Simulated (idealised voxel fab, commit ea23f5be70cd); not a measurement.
voxel spacer lines: a process module
The cross-section on display is named cut; it measures 240 nm wide, and its cells are 5 nm squares.
Notation: cross-section as square-cell grid; stated in bands, top first, going down; one or more cell rows per band. For a band, the entry starts with two heights in nm, that of the top and then that of the bottom, and carries on with the band's materials in order from left to right, each alongside its width in nm; the word "everywhere" beside a single material means it fills the band edge to edge, and "air" means empty space. Ref level 0: as-received wafer is one material below here. Bottom band extends down with no lower bound ("0 and below"). The two numbers in a width such as "30..40" mark its ends across the band: the first belongs to the top row of cells, the second to the bottom row, and from each row to the next the width moves by the same amount. Where the words "changes: none" appear for a step, the cross-section shows no cell changed by that step; every cell remained as before. Under "Enclosed cavities" you'll find the enclosed gaps, the ones with no way out to the top, that are 8 cells or bigger; each reads width x height at distance, with distance counted from the left edge, everything in nm. That trailing text on a step's line, after the settings, is the simulator's own remark on the step. "overlay nm" on a masked step: distance the mask lay right of its planned place, negative for left.

## Set out below are the planned steps of the process
1,RECEIVE | material Si
2,CONFORMAL_DEP | material Al2O3 | thk nm 10
3,DIRECTIONAL_DEP | material polySi | thk nm 15
4,DIRECTIONAL_DEP | material aC | thk nm 25
5,PATTERN | tone cover | mask id MANDREL | material resist | width nm 25 | pitch nm 70 | thk nm 30 | overlay nm 0
6,DIRECTIONAL_ETCH | etch materials aC | depth nm 25
7,STRIP | etch materials resist
8,CONFORMAL_DEP | material SiN | thk nm 10
9,DIRECTIONAL_ETCH | etch materials SiN | depth nm 10
10,STRIP | etch materials aC
11,DIRECTIONAL_ETCH | etch materials polySi | depth nm 15
12,STRIP | etch materials SiN

## As-received wafer cross-section (after step 1)
  0 and below | Si everywhere
  Enclosed cavities: none

## Figure: cross-sectional view of the wafer upon completion of the module, processed from the initial state and according to the plan depicted above, with one error introduced during execution
  25 down to 10 | air: 70  polySi: 10  air: 5  polySi: 10  air: 45  polySi: 10  air: 5  polySi: 10  air: 75
  10 down to 0 | Al2O3 everywhere
  0 and below | Si everywhere
  Enclosed cavities: none
Against the plan, the run slipped here: step 5 went in with a setting other than planned; the actual run was PATTERN | tone open | mask id MANDREL | material resist | width nm 25 | pitch nm 70 | thk nm 30 | overlay nm 0
